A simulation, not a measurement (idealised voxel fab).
process module | voxel gate over fins
cross-section cut | 255 nm wide | cells 5 nm
A cross-section is a grid of square cells, given in bands from the top down. A band is one or more rows of cells.
Each band's line starts with the height of the band's top and of its bottom, in nm. Then come its materials from left to right, each with its width in nm. One material with "throughout" fills the band from edge to edge. "air" is empty space.
Height 0 is the level under which the wafer as received is all one material. The lowest band goes on downwards, as in "0 down".
A width such as "30 to 40" changes by the same amount from each row of cells to the next, from the band's top row to its bottom row.
"no change" after a step means that no cell of the cross-section changed.
closed voids: empty space of 8 cells or more with no open way to the top, each as width x height at its distance from the left edge, in nm
after a step's settings: what the simulator itself notes on the step
overlay nm, on a step with a mask: how far to the right of its planned place the mask lay; to the left if negative
Each pair below shows a cross-section before one step and the cross-section after it, down to the lowest band that changed. The line under each pair gives the step between them, with its settings. The pairs can come from different runs of this module on the same starting wafer, so a pair continues from the pair above only where its "before" says so.
before
  0 down: Si throughout
  closed voids: none
after
  5 to 0: SiN throughout
  below 0: unchanged
  closed voids: none
the step between: op CONFORMAL_DEP | material SiN | thk nm 5
before: the cross-section after the pair above
after
  20 to 5: aC throughout
  below 5: unchanged
  closed voids: none
the step between: op DIRECTIONAL_DEP | material aC | thk nm 15
before: the cross-section after the pair above
after
  55 to 20: air 65 | resist 15 | air 20 | resist 15 | air 20 | resist 15 | air 20 | resist 15 | air 70
  below 20: unchanged
  closed voids: none
the step between: op PATTERN | tone cover | mask id FINS | material resist | width nm 15 | pitch nm 35 | thk nm 35 | overlay nm 0
before: the cross-section after the pair above
after
  40 to 20: air 65 | resist 15 | air 20 | resist 15 | air 20 | resist 15 | air 20 | resist 15 | air 70
  20 to 5: air 65 | aC 15 | air 20 | aC 15 | air 20 | aC 15 | air 20 | aC 15 | air 70
  below 5: unchanged
  closed voids: none
the step between: op DIRECTIONAL_ETCH | etch materials aC | depth nm 15
before: the cross-section after the pair above
after
  20 to 5: air 65 | aC 15 | air 20 | aC 15 | air 20 | aC 15 | air 20 | aC 15 | air 70
  below 5: unchanged
  closed voids: none
the step between: op STRIP | etch materials resist
before: the cross-section after the pair above
after
  20 to 5: air 65 | aC 15 | air 20 | aC 15 | air 20 | aC 15 | air 20 | aC 15 | air 70
  5 to 0: air 65 | SiN 15 | air 20 | SiN 15 | air 20 | SiN 15 | air 20 | SiN 15 | air 70
  below 0: unchanged
  closed voids: none
the step between: op DIRECTIONAL_ETCH | etch materials SiN | depth nm 5
before: the cross-section after the pair above
after
  20 to 5: air 65 | aC 15 | air 20 | aC 15 | air 20 | aC 15 | air 20 | aC 15 | air 70
  5 to 0: air 65 | SiN 15 | air 20 | SiN 15 | air 20 | SiN 15 | air 20 | SiN 15 | air 70
  0 to -30: air 65 | Si 15 | air 20 | Si 15 | air 20 | Si 15 | air 20 | Si 15 | air 70
  below -30: unchanged
  closed voids: none
the step between: op DIRECTIONAL_ETCH | etch materials Si | depth nm 30
before: the cross-section after the pair above
after
  5 to 0: air 65 | SiN 15 | air 20 | SiN 15 | air 20 | SiN 15 | air 20 | SiN 15 | air 70
  below 0: unchanged
  closed voids: none
the step between: op STRIP | etch materials aC
before: the cross-section after the pair above
after
  20 to 5: SiO2 throughout
  5 to 0: SiO2 65 | SiN 15 | SiO2 20 | SiN 15 | SiO2 20 | SiN 15 | SiO2 20 | SiN 15 | SiO2 70
  0 to -30: SiO2 65 | Si 15 | SiO2 20 | Si 15 | SiO2 20 | Si 15 | SiO2 20 | Si 15 | SiO2 70
  below -30: unchanged
  closed voids: none
the step between: op FILL_DEP | material SiO2 | thk nm 15
before: the cross-section after the pair above
after
  5 to 0: SiO2 65 | SiN 15 | SiO2 20 | SiN 15 | SiO2 20 | SiN 15 | SiO2 20 | SiN 15 | SiO2 70
  below 0: unchanged
  closed voids: none
the step between: op CMP | height nm 5
before: the cross-section after the pair above
after
  5 to 0: air 65 | SiN 15 | air 20 | SiN 15 | air 20 | SiN 15 | air 20 | SiN 15 | air 70
  0 to -10: air 65 | Si 15 | air 20 | Si 15 | air 20 | Si 15 | air 20 | Si 15 | air 70
  below -10: unchanged
  closed voids: none
the step between: op SELECTIVE_ETCH | etch materials SiO2 | depth nm 15
before: the cross-section after the pair above
after
  0 to -10: air 65 | Si 15 | air 20 | Si 15 | air 20 | Si 15 | air 20 | Si 15 | air 70
  below -10: unchanged
  closed voids: none
the step between: op STRIP | etch materials SiN
before: the cross-section after the pair above
after
  5 to 0: air 60 | HfO2 25 | air 10 | HfO2 25 | air 10 | HfO2 25 | air 10 | HfO2 25 | air 65
  0 to -5: air 60 | HfO2 5 | Si 15 | HfO2 5 | air 10 | HfO2 5 | Si 15 | HfO2 5 | air 10 | HfO2 5 | Si 15 | HfO2 5 | air 10 | HfO2 5 | Si 15 | HfO2 5 | air 65
  -5 to -10: HfO2 65 | Si 15 | HfO2 20 | Si 15 | HfO2 20 | Si 15 | HfO2 20 | Si 15 | HfO2 70
  below -10: unchanged
  closed voids: none
the step between: op CONFORMAL_DEP | material HfO2 | thk nm 5
before: the cross-section after the pair above
after
  10 to 5: air 55 | TiN 140 | air 60
  5 to 0: air 55 | TiN 5 | HfO2 25 | TiN 10 | HfO2 25 | TiN 10 | HfO2 25 | TiN 10 | HfO2 25 | TiN 5 | air 60
  0 to -5: TiN 60 | HfO2 5 | Si 15 | HfO2 5 | TiN 10 | HfO2 5 | Si 15 | HfO2 5 | TiN 10 | HfO2 5 | Si 15 | HfO2 5 | TiN 10 | HfO2 5 | Si 15 | HfO2 5 | TiN 65
  below -5: unchanged
  closed voids: none
the step between: op CONFORMAL_DEP | material TiN | thk nm 5
before: the cross-section after the pair above
after
  15 to 10: air 50 | TiAl 150 | air 55
  10 to 5: air 50 | TiAl 5 | TiN 140 | TiAl 5 | air 55
  5 to 0: TiAl 55 | TiN 5 | HfO2 25 | TiN 10 | HfO2 25 | TiN 10 | HfO2 25 | TiN 10 | HfO2 25 | TiN 5 | TiAl 60
  below 0: unchanged
  closed voids: none
the step between: op CONFORMAL_DEP | material TiAl | thk nm 5
before: the cross-section after the pair above
after
  20 to 15: air 45 | TiN 160 | air 50
  15 to 10: air 45 | TiN 5 | TiAl 150 | TiN 5 | air 50
  10 to 5: TiN 50 | TiAl 5 | TiN 140 | TiAl 5 | TiN 55
  below 5: unchanged
  closed voids: none
the step between: op CONFORMAL_DEP | material TiN | thk nm 5
before: the cross-section after the pair above
after
  35 to 20: W throughout
  20 to 15: W 45 | TiN 160 | W 50
  15 to 10: W 45 | TiN 5 | TiAl 150 | TiN 5 | W 50
  below 10: unchanged
  closed voids: none
the step between: op FILL_DEP | material W | thk nm 15
before: the cross-section after the pair above
after
  30 to 20: W throughout
  below 20: unchanged
  closed voids: none
the step between: op CMP | height nm 30
before: the cross-section after the pair above
after
  40 to 30: SiN throughout
  below 30: unchanged
  closed voids: none
the step between: op CONFORMAL_DEP | material SiN | thk nm 10
before
  0 to -10: air 65 | Si 15 | air 20 | Si 15 | air 20 | Si 15 | air 20 | Si 15 | air 70
  -10 to -30: SiO2 65 | Si 15 | SiO2 20 | Si 15 | SiO2 20 | Si 15 | SiO2 20 | Si 15 | SiO2 70
  -30 down: Si throughout
  closed voids: none
after
  5 to 0: air 60 | TiN 25 | air 10 | TiN 25 | air 10 | TiN 25 | air 10 | TiN 25 | air 65
  0 to -5: air 60 | TiN 5 | Si 15 | TiN 5 | air 10 | TiN 5 | Si 15 | TiN 5 | air 10 | TiN 5 | Si 15 | TiN 5 | air 10 | TiN 5 | Si 15 | TiN 5 | air 65
  -5 to -10: TiN 65 | Si 15 | TiN 20 | Si 15 | TiN 20 | Si 15 | TiN 20 | Si 15 | TiN 70
  below -10: unchanged
  closed voids: none
the step between: op CONFORMAL_DEP | material TiN | thk nm 5
before: the cross-section after the pair above
after
  10 to 5: air 55 | TiAl 140 | air 60
  5 to 0: air 55 | TiAl 5 | TiN 25 | TiAl 10 | TiN 25 | TiAl 10 | TiN 25 | TiAl 10 | TiN 25 | TiAl 5 | air 60
  0 to -5: TiAl 60 | TiN 5 | Si 15 | TiN 5 | TiAl 10 | TiN 5 | Si 15 | TiN 5 | TiAl 10 | TiN 5 | Si 15 | TiN 5 | TiAl 10 | TiN 5 | Si 15 | TiN 5 | TiAl 65
  below -5: unchanged
  closed voids: none
the step between: op CONFORMAL_DEP | material TiAl | thk nm 5
before: the cross-section after the pair above
after
  15 to 10: air 50 | TiN 150 | air 55
  10 to 5: air 50 | TiN 5 | TiAl 140 | TiN 5 | air 55
  5 to 0: TiN 55 | TiAl 5 | TiN 25 | TiAl 10 | TiN 25 | TiAl 10 | TiN 25 | TiAl 10 | TiN 25 | TiAl 5 | TiN 60
  below 0: unchanged
  closed voids: none
the step between: op CONFORMAL_DEP | material TiN | thk nm 5
before: the cross-section after the pair above
after
  30 to 15: W throughout
  15 to 10: W 50 | TiN 150 | W 55
  10 to 5: W 50 | TiN 5 | TiAl 140 | TiN 5 | W 55
  below 5: unchanged
  closed voids: none
the step between: op FILL_DEP | material W | thk nm 15
before: the cross-section after the pair above
after
  40 to 30: SiN throughout
  below 30: unchanged
  closed voids: none
the step between: op CONFORMAL_DEP | material SiN | thk nm 10
before
  5 to 0: air 65 | SiN 15 | air 20 | SiN 15 | air 20 | SiN 15 | air 20 | SiN 15 | air 70
  0 to -10: air 65 | Si 15 | air 20 | Si 15 | air 20 | Si 15 | air 20 | Si 15 | air 70
  -10 to -30: SiO2 65 | Si 15 | SiO2 20 | Si 15 | SiO2 20 | Si 15 | SiO2 20 | Si 15 | SiO2 70
  -30 down: Si throughout
  closed voids: none
after
  5 to 0: air 65 | SiN 15 | air 20 | SiN 15 | air 20 | SiN 15 | air 20 | SiN 15 | air 70
  0 to -25: air 65 | Si 15 | air 20 | Si 15 | air 20 | Si 15 | air 20 | Si 15 | air 70
  below -25: unchanged
  closed voids: none
the step between: op SELECTIVE_ETCH | etch materials SiO2 | depth nm 15
before: the cross-section after the pair above
after
  0 to -25: air 65 | Si 15 | air 20 | Si 15 | air 20 | Si 15 | air 20 | Si 15 | air 70
  below -25: unchanged
  closed voids: none
the step between: op STRIP | etch materials SiN
before: the cross-section after the pair above
after
  5 to 0: air 60 | HfO2 25 | air 10 | HfO2 25 | air 10 | HfO2 25 | air 10 | HfO2 25 | air 65
  0 to -20: air 60 | HfO2 5 | Si 15 | HfO2 5 | air 10 | HfO2 5 | Si 15 | HfO2 5 | air 10 | HfO2 5 | Si 15 | HfO2 5 | air 10 | HfO2 5 | Si 15 | HfO2 5 | air 65
  -20 to -25: HfO2 65 | Si 15 | HfO2 20 | Si 15 | HfO2 20 | Si 15 | HfO2 20 | Si 15 | HfO2 70
  below -25: unchanged
  closed voids: none
the step between: op CONFORMAL_DEP | material HfO2 | thk nm 5
before: the cross-section after the pair above
after
  10 to 5: air 55 | TiN 140 | air 60
  5 to 0: air 55 | TiN 5 | HfO2 25 | TiN 10 | HfO2 25 | TiN 10 | HfO2 25 | TiN 10 | HfO2 25 | TiN 5 | air 60
  0 to -15: air 55 | TiN 5 | HfO2 5 | Si 15 | HfO2 5 | TiN 10 | HfO2 5 | Si 15 | HfO2 5 | TiN 10 | HfO2 5 | Si 15 | HfO2 5 | TiN 10 | HfO2 5 | Si 15 | HfO2 5 | TiN 5 | air 60
  -15 to -20: TiN 60 | HfO2 5 | Si 15 | HfO2 5 | TiN 10 | HfO2 5 | Si 15 | HfO2 5 | TiN 10 | HfO2 5 | Si 15 | HfO2 5 | TiN 10 | HfO2 5 | Si 15 | HfO2 5 | TiN 65
  below -20: unchanged
  closed voids: none
the step between: op CONFORMAL_DEP | material TiN | thk nm 5
before: the cross-section after the pair above
after
  15 to 10: air 50 | TiAl 150 | air 55
  10 to 5: air 50 | TiAl 5 | TiN 140 | TiAl 5 | air 55
  5 to 0: air 50 | TiAl 5 | TiN 5 | HfO2 25 | TiN 10 | HfO2 25 | TiN 10 | HfO2 25 | TiN 10 | HfO2 25 | TiN 5 | TiAl 5 | air 55
  0 to -10: air 50 | TiAl 5 | TiN 5 | HfO2 5 | Si 15 | HfO2 5 | TiN 10 | HfO2 5 | Si 15 | HfO2 5 | TiN 10 | HfO2 5 | Si 15 | HfO2 5 | TiN 10 | HfO2 5 | Si 15 | HfO2 5 | TiN 5 | TiAl 5 | air 55
  -10 to -15: TiAl 55 | TiN 5 | HfO2 5 | Si 15 | HfO2 5 | TiN 10 | HfO2 5 | Si 15 | HfO2 5 | TiN 10 | HfO2 5 | Si 15 | HfO2 5 | TiN 10 | HfO2 5 | Si 15 | HfO2 5 | TiN 5 | TiAl 60
  below -15: unchanged
  closed voids: none
the step between: op CONFORMAL_DEP | material TiAl | thk nm 5
before: the cross-section after the pair above
after
  20 to 15: air 45 | TiN 160 | air 50
  15 to 10: air 45 | TiN 5 | TiAl 150 | TiN 5 | air 50
  10 to 5: air 45 | TiN 5 | TiAl 5 | TiN 140 | TiAl 5 | TiN 5 | air 50
  5 to 0: air 45 | TiN 5 | TiAl 5 | TiN 5 | HfO2 25 | TiN 10 | HfO2 25 | TiN 10 | HfO2 25 | TiN 10 | HfO2 25 | TiN 5 | TiAl 5 | TiN 5 | air 50
  0 to -5: air 45 | TiN 5 | TiAl 5 | TiN 5 | HfO2 5 | Si 15 | HfO2 5 | TiN 10 | HfO2 5 | Si 15 | HfO2 5 | TiN 10 | HfO2 5 | Si 15 | HfO2 5 | TiN 10 | HfO2 5 | Si 15 | HfO2 5 | TiN 5 | TiAl 5 | TiN 5 | air 50
  -5 to -10: TiN 50 | TiAl 5 | TiN 5 | HfO2 5 | Si 15 | HfO2 5 | TiN 10 | HfO2 5 | Si 15 | HfO2 5 | TiN 10 | HfO2 5 | Si 15 | HfO2 5 | TiN 10 | HfO2 5 | Si 15 | HfO2 5 | TiN 5 | TiAl 5 | TiN 55
  below -10: unchanged
  closed voids: none
the step between: op CONFORMAL_DEP | material TiN | thk nm 5
before: the cross-section after the pair above
after
  35 to 20: W throughout
  20 to 15: W 45 | TiN 160 | W 50
  15 to 10: W 45 | TiN 5 | TiAl 150 | TiN 5 | W 50
  10 to 5: W 45 | TiN 5 | TiAl 5 | TiN 140 | TiAl 5 | TiN 5 | W 50
  5 to 0: W 45 | TiN 5 | TiAl 5 | TiN 5 | HfO2 25 | TiN 10 | HfO2 25 | TiN 10 | HfO2 25 | TiN 10 | HfO2 25 | TiN 5 | TiAl 5 | TiN 5 | W 50
  0 to -5: W 45 | TiN 5 | TiAl 5 | TiN 5 | HfO2 5 | Si 15 | HfO2 5 | TiN 10 | HfO2 5 | Si 15 | HfO2 5 | TiN 10 | HfO2 5 | Si 15 | HfO2 5 | TiN 10 | HfO2 5 | Si 15 | HfO2 5 | TiN 5 | TiAl 5 | TiN 5 | W 50
  below -5: unchanged
  closed voids: none
the step between: op FILL_DEP | material W | thk nm 15
before: the cross-section after the pair above
after
  30 to 20: W throughout
  below 20: unchanged
  closed voids: none
the step between: op CMP | height nm 30
before: the cross-section after the pair above
after
  40 to 30: SiN throughout
  below 30: unchanged
  closed voids: none
the step between: op CONFORMAL_DEP | material SiN | thk nm 10
before
  5 to 0: air 60 | TiN 25 | air 10 | TiN 25 | air 10 | TiN 25 | air 10 | TiN 25 | air 65
  0 to -5: air 60 | TiN 5 | Si 15 | TiN 5 | air 10 | TiN 5 | Si 15 | TiN 5 | air 10 | TiN 5 | Si 15 | TiN 5 | air 10 | TiN 5 | Si 15 | TiN 5 | air 65
  -5 to -10: TiN 65 | Si 15 | TiN 20 | Si 15 | TiN 20 | Si 15 | TiN 20 | Si 15 | TiN 70
  -10 to -30: SiO2 65 | Si 15 | SiO2 20 | Si 15 | SiO2 20 | Si 15 | SiO2 20 | Si 15 | SiO2 70
  -30 down: Si throughout
  closed voids: none
after
  10 to 5: air 55 | HfO2 140 | air 60
  5 to 0: air 55 | HfO2 5 | TiN 25 | HfO2 10 | TiN 25 | HfO2 10 | TiN 25 | HfO2 10 | TiN 25 | HfO2 5 | air 60
  0 to -5: HfO2 60 | TiN 5 | Si 15 | TiN 5 | HfO2 10 | TiN 5 | Si 15 | TiN 5 | HfO2 10 | TiN 5 | Si 15 | TiN 5 | HfO2 10 | TiN 5 | Si 15 | TiN 5 | HfO2 65
  below -5: unchanged
  closed voids: none
the step between: op CONFORMAL_DEP | material HfO2 | thk nm 5
before: the cross-section after the pair above
after
  15 to 10: air 50 | TiAl 150 | air 55
  10 to 5: air 50 | TiAl 5 | HfO2 140 | TiAl 5 | air 55
  5 to 0: TiAl 55 | HfO2 5 | TiN 25 | HfO2 10 | TiN 25 | HfO2 10 | TiN 25 | HfO2 10 | TiN 25 | HfO2 5 | TiAl 60
  below 0: unchanged
  closed voids: none
the step between: op CONFORMAL_DEP | material TiAl | thk nm 5
before: the cross-section after the pair above
after
  20 to 15: air 45 | TiN 160 | air 50
  15 to 10: air 45 | TiN 5 | TiAl 150 | TiN 5 | air 50
  10 to 5: TiN 50 | TiAl 5 | HfO2 140 | TiAl 5 | TiN 55
  below 5: unchanged
  closed voids: none
the step between: op CONFORMAL_DEP | material TiN | thk nm 5
before: the cross-section after the pair above
after
  35 to 20: W throughout
  20 to 15: W 45 | TiN 160 | W 50
  15 to 10: W 45 | TiN 5 | TiAl 150 | TiN 5 | W 50
  below 10: unchanged
  closed voids: none
the step between: op FILL_DEP | material W | thk nm 15
before: the cross-section after the pair above
after
  30 to 20: W throughout
  below 20: unchanged
  closed voids: none
the step between: op CMP | height nm 30
before: the cross-section after the pair above
after
  40 to 30: SiN throughout
  below 30: unchanged
  closed voids: none
the step between: op CONFORMAL_DEP | material SiN | thk nm 10
before
  35 to 20: W throughout
  20 to 15: W 45 | TiN 160 | W 50
  15 to 10: W 45 | TiN 5 | TiAl 150 | TiN 5 | W 50
  10 to 5: TiN 50 | TiAl 5 | TiN 140 | TiAl 5 | TiN 55
  5 to 0: TiAl 55 | TiN 5 | HfO2 25 | TiN 10 | HfO2 25 | TiN 10 | HfO2 25 | TiN 10 | HfO2 25 | TiN 5 | TiAl 60
  0 to -5: TiN 60 | HfO2 5 | Si 15 | HfO2 5 | TiN 10 | HfO2 5 | Si 15 | HfO2 5 | TiN 10 | HfO2 5 | Si 15 | HfO2 5 | TiN 10 | HfO2 5 | Si 15 | HfO2 5 | TiN 65
  -5 to -10: HfO2 65 | Si 15 | HfO2 20 | Si 15 | HfO2 20 | Si 15 | HfO2 20 | Si 15 | HfO2 70
  -10 to -30: SiO2 65 | Si 15 | SiO2 20 | Si 15 | SiO2 20 | Si 15 | SiO2 20 | Si 15 | SiO2 70
  -30 down: Si throughout
  closed voids: none
after
  25 to 20: W throughout
  below 20: unchanged
  closed voids: none
the step between: op CMP | height nm 25
before: the cross-section after the pair above
after
  35 to 25: SiN throughout
  below 25: unchanged
  closed voids: none
the step between: op CONFORMAL_DEP | material SiN | thk nm 10
before
  20 to 5: aC throughout
  5 to 0: SiN throughout
  0 down: Si throughout
  closed voids: none
after
  55 to 20: air 65 | resist 20 | air 15 | resist 20 | air 15 | resist 20 | air 15 | resist 20 | air 65
  below 20: unchanged
  closed voids: none
the step between: op PATTERN | tone cover | mask id FINS | material resist | width nm 20 | pitch nm 35 | thk nm 35 | overlay nm 0
before: the cross-section after the pair above
after
  40 to 20: air 65 | resist 20 | air 15 | resist 20 | air 15 | resist 20 | air 15 | resist 20 | air 65
  20 to 5: air 65 | aC 20 | air 15 | aC 20 | air 15 | aC 20 | air 15 | aC 20 | air 65
  below 5: unchanged
  closed voids: none
the step between: op DIRECTIONAL_ETCH | etch materials aC | depth nm 15
before: the cross-section after the pair above
after
  20 to 5: air 65 | aC 20 | air 15 | aC 20 | air 15 | aC 20 | air 15 | aC 20 | air 65
  below 5: unchanged
  closed voids: none
the step between: op STRIP | etch materials resist
before: the cross-section after the pair above
after
  20 to 5: air 65 | aC 20 | air 15 | aC 20 | air 15 | aC 20 | air 15 | aC 20 | air 65
  5 to 0: air 65 | SiN 20 | air 15 | SiN 20 | air 15 | SiN 20 | air 15 | SiN 20 | air 65
  below 0: unchanged
  closed voids: none
the step between: op DIRECTIONAL_ETCH | etch materials SiN | depth nm 5
before: the cross-section after the pair above
after
  20 to 5: air 65 | aC 20 | air 15 | aC 20 | air 15 | aC 20 | air 15 | aC 20 | air 65
  5 to 0: air 65 | SiN 20 | air 15 | SiN 20 | air 15 | SiN 20 | air 15 | SiN 20 | air 65
  0 to -30: air 65 | Si 20 | air 15 | Si 20 | air 15 | Si 20 | air 15 | Si 20 | air 65
  below -30: unchanged
  closed voids: none
the step between: op DIRECTIONAL_ETCH | etch materials Si | depth nm 30
before: the cross-section after the pair above
after
  5 to 0: air 65 | SiN 20 | air 15 | SiN 20 | air 15 | SiN 20 | air 15 | SiN 20 | air 65
  below 0: unchanged
  closed voids: none
the step between: op STRIP | etch materials aC
before: the cross-section after the pair above
after
  20 to 5: SiO2 throughout
  5 to 0: SiO2 65 | SiN 20 | SiO2 15 | SiN 20 | SiO2 15 | SiN 20 | SiO2 15 | SiN 20 | SiO2 65
  0 to -30: SiO2 65 | Si 20 | SiO2 15 | Si 20 | SiO2 15 | Si 20 | SiO2 15 | Si 20 | SiO2 65
  below -30: unchanged
  closed voids: none
the step between: op FILL_DEP | material SiO2 | thk nm 15
before: the cross-section after the pair above
after
  5 to 0: SiO2 65 | SiN 20 | SiO2 15 | SiN 20 | SiO2 15 | SiN 20 | SiO2 15 | SiN 20 | SiO2 65
  below 0: unchanged
  closed voids: none
the step between: op CMP | height nm 5
before: the cross-section after the pair above
after
  5 to 0: air 65 | SiN 20 | air 15 | SiN 20 | air 15 | SiN 20 | air 15 | SiN 20 | air 65
  0 to -10: air 65 | Si 20 | air 15 | Si 20 | air 15 | Si 20 | air 15 | Si 20 | air 65
  below -10: unchanged
  closed voids: none
the step between: op SELECTIVE_ETCH | etch materials SiO2 | depth nm 15
before: the cross-section after the pair above
after
  0 to -10: air 65 | Si 20 | air 15 | Si 20 | air 15 | Si 20 | air 15 | Si 20 | air 65
  below -10: unchanged
  closed voids: none
the step between: op STRIP | etch materials SiN
before: the cross-section after the pair above
after
  5 to 0: air 60 | HfO2 30 | air 5 | HfO2 30 | air 5 | HfO2 30 | air 5 | HfO2 30 | air 60
  0 to -5: air 60 | HfO2 5 | Si 20 | HfO2 5 | air 5 | HfO2 5 | Si 20 | HfO2 5 | air 5 | HfO2 5 | Si 20 | HfO2 5 | air 5 | HfO2 5 | Si 20 | HfO2 5 | air 60
  -5 to -10: HfO2 65 | Si 20 | HfO2 15 | Si 20 | HfO2 15 | Si 20 | HfO2 15 | Si 20 | HfO2 65
  below -10: unchanged
  closed voids: none
the step between: op CONFORMAL_DEP | material HfO2 | thk nm 5
before: the cross-section after the pair above
after
  10 to 5: air 55 | TiN 145 | air 55
  5 to 0: air 55 | TiN 5 | HfO2 30 | TiN 5 | HfO2 30 | TiN 5 | HfO2 30 | TiN 5 | HfO2 30 | TiN 5 | air 55
  0 to -5: TiN 60 | HfO2 5 | Si 20 | HfO2 5 | TiN 5 | HfO2 5 | Si 20 | HfO2 5 | TiN 5 | HfO2 5 | Si 20 | HfO2 5 | TiN 5 | HfO2 5 | Si 20 | HfO2 5 | TiN 60
  below -5: unchanged
  closed voids: none
the step between: op CONFORMAL_DEP | material TiN | thk nm 5
before: the cross-section after the pair above
after
  15 to 10: air 50 | TiAl 155 | air 50
  10 to 5: air 50 | TiAl 5 | TiN 145 | TiAl 5 | air 50
  5 to 0: TiAl 55 | TiN 5 | HfO2 30 | TiN 5 | HfO2 30 | TiN 5 | HfO2 30 | TiN 5 | HfO2 30 | TiN 5 | TiAl 55
  below 0: unchanged
  closed voids: none
the step between: op CONFORMAL_DEP | material TiAl | thk nm 5
before: the cross-section after the pair above
after
  20 to 15: air 45 | TiN 165 | air 45
  15 to 10: air 45 | TiN 5 | TiAl 155 | TiN 5 | air 45
  10 to 5: TiN 50 | TiAl 5 | TiN 145 | TiAl 5 | TiN 50
  below 5: unchanged
  closed voids: none
the step between: op CONFORMAL_DEP | material TiN | thk nm 5
before: the cross-section after the pair above
after
  35 to 20: W throughout
  20 to 15: W 45 | TiN 165 | W 45
  15 to 10: W 45 | TiN 5 | TiAl 155 | TiN 5 | W 45
  below 10: unchanged
  closed voids: none
the step between: op FILL_DEP | material W | thk nm 15
before: the cross-section after the pair above
after
  30 to 20: W throughout
  below 20: unchanged
  closed voids: none
the step between: op CMP | height nm 30
before: the cross-section after the pair above
after
  40 to 30: SiN throughout
  below 30: unchanged
  closed voids: none
the step between: op CONFORMAL_DEP | material SiN | thk nm 10
before
  20 to 5: aC throughout
  5 to 0: SiN throughout
  0 down: Si throughout
  closed voids: none
after
  55 to 20: air 75 | resist 15 | air 20 | resist 15 | air 20 | resist 15 | air 20 | resist 15 | air 60
  below 20: unchanged
  closed voids: none
the step between: op PATTERN | tone cover | mask id FINS | material resist | width nm 15 | pitch nm 35 | thk nm 35 | overlay nm 10
before: the cross-section after the pair above
after
  40 to 20: air 75 | resist 15 | air 20 | resist 15 | air 20 | resist 15 | air 20 | resist 15 | air 60
  20 to 5: air 75 | aC 15 | air 20 | aC 15 | air 20 | aC 15 | air 20 | aC 15 | air 60
  below 5: unchanged
  closed voids: none
the step between: op DIRECTIONAL_ETCH | etch materials aC | depth nm 15
before: the cross-section after the pair above
after
  20 to 5: air 75 | aC 15 | air 20 | aC 15 | air 20 | aC 15 | air 20 | aC 15 | air 60
  below 5: unchanged
  closed voids: none
the step between: op STRIP | etch materials resist
before: the cross-section after the pair above
after
  20 to 5: air 75 | aC 15 | air 20 | aC 15 | air 20 | aC 15 | air 20 | aC 15 | air 60
  5 to 0: air 75 | SiN 15 | air 20 | SiN 15 | air 20 | SiN 15 | air 20 | SiN 15 | air 60
  below 0: unchanged
  closed voids: none
the step between: op DIRECTIONAL_ETCH | etch materials SiN | depth nm 5
before: the cross-section after the pair above
after
  20 to 5: air 75 | aC 15 | air 20 | aC 15 | air 20 | aC 15 | air 20 | aC 15 | air 60
  5 to 0: air 75 | SiN 15 | air 20 | SiN 15 | air 20 | SiN 15 | air 20 | SiN 15 | air 60
  0 to -30: air 75 | Si 15 | air 20 | Si 15 | air 20 | Si 15 | air 20 | Si 15 | air 60
  below -30: unchanged
  closed voids: none
the step between: op DIRECTIONAL_ETCH | etch materials Si | depth nm 30
before: the cross-section after the pair above
after
  5 to 0: air 75 | SiN 15 | air 20 | SiN 15 | air 20 | SiN 15 | air 20 | SiN 15 | air 60
  below 0: unchanged
  closed voids: none
the step between: op STRIP | etch materials aC
before: the cross-section after the pair above
after
  20 to 5: SiO2 throughout
  5 to 0: SiO2 75 | SiN 15 | SiO2 20 | SiN 15 | SiO2 20 | SiN 15 | SiO2 20 | SiN 15 | SiO2 60
  0 to -30: SiO2 75 | Si 15 | SiO2 20 | Si 15 | SiO2 20 | Si 15 | SiO2 20 | Si 15 | SiO2 60
  below -30: unchanged
  closed voids: none
the step between: op FILL_DEP | material SiO2 | thk nm 15
before: the cross-section after the pair above
after
  5 to 0: SiO2 75 | SiN 15 | SiO2 20 | SiN 15 | SiO2 20 | SiN 15 | SiO2 20 | SiN 15 | SiO2 60
  below 0: unchanged
  closed voids: none
the step between: op CMP | height nm 5
before: the cross-section after the pair above
after
  5 to 0: air 75 | SiN 15 | air 20 | SiN 15 | air 20 | SiN 15 | air 20 | SiN 15 | air 60
  0 to -10: air 75 | Si 15 | air 20 | Si 15 | air 20 | Si 15 | air 20 | Si 15 | air 60
  below -10: unchanged
  closed voids: none
the step between: op SELECTIVE_ETCH | etch materials SiO2 | depth nm 15
before: the cross-section after the pair above
after
  0 to -10: air 75 | Si 15 | air 20 | Si 15 | air 20 | Si 15 | air 20 | Si 15 | air 60
  below -10: unchanged
  closed voids: none
the step between: op STRIP | etch materials SiN
before: the cross-section after the pair above
after
  5 to 0: air 70 | HfO2 25 | air 10 | HfO2 25 | air 10 | HfO2 25 | air 10 | HfO2 25 | air 55
  0 to -5: air 70 | HfO2 5 | Si 15 | HfO2 5 | air 10 | HfO2 5 | Si 15 | HfO2 5 | air 10 | HfO2 5 | Si 15 | HfO2 5 | air 10 | HfO2 5 | Si 15 | HfO2 5 | air 55
  -5 to -10: HfO2 75 | Si 15 | HfO2 20 | Si 15 | HfO2 20 | Si 15 | HfO2 20 | Si 15 | HfO2 60
  below -10: unchanged
  closed voids: none
the step between: op CONFORMAL_DEP | material HfO2 | thk nm 5
before: the cross-section after the pair above
after
  10 to 5: air 65 | TiN 140 | air 50
  5 to 0: air 65 | TiN 5 | HfO2 25 | TiN 10 | HfO2 25 | TiN 10 | HfO2 25 | TiN 10 | HfO2 25 | TiN 5 | air 50
  0 to -5: TiN 70 | HfO2 5 | Si 15 | HfO2 5 | TiN 10 | HfO2 5 | Si 15 | HfO2 5 | TiN 10 | HfO2 5 | Si 15 | HfO2 5 | TiN 10 | HfO2 5 | Si 15 | HfO2 5 | TiN 55
  below -5: unchanged
  closed voids: none
the step between: op CONFORMAL_DEP | material TiN | thk nm 5
before: the cross-section after the pair above
after
  15 to 10: air 60 | TiAl 150 | air 45
  10 to 5: air 60 | TiAl 5 | TiN 140 | TiAl 5 | air 45
  5 to 0: TiAl 65 | TiN 5 | HfO2 25 | TiN 10 | HfO2 25 | TiN 10 | HfO2 25 | TiN 10 | HfO2 25 | TiN 5 | TiAl 50
  below 0: unchanged
  closed voids: none
the step between: op CONFORMAL_DEP | material TiAl | thk nm 5
before: the cross-section after the pair above
after
  20 to 15: air 55 | TiN 160 | air 40
  15 to 10: air 55 | TiN 5 | TiAl 150 | TiN 5 | air 40
  10 to 5: TiN 60 | TiAl 5 | TiN 140 | TiAl 5 | TiN 45
  below 5: unchanged
  closed voids: none
the step between: op CONFORMAL_DEP | material TiN | thk nm 5
before: the cross-section after the pair above
after
  35 to 20: W throughout
  20 to 15: W 55 | TiN 160 | W 40
  15 to 10: W 55 | TiN 5 | TiAl 150 | TiN 5 | W 40
  below 10: unchanged
  closed voids: none
the step between: op FILL_DEP | material W | thk nm 15
before: the cross-section after the pair above
after
  30 to 20: W throughout
  below 20: unchanged
  closed voids: none
the step between: op CMP | height nm 30
before: the cross-section after the pair above
after
  40 to 30: SiN throughout
  below 30: unchanged
  closed voids: none
the step between: op CONFORMAL_DEP | material SiN | thk nm 10
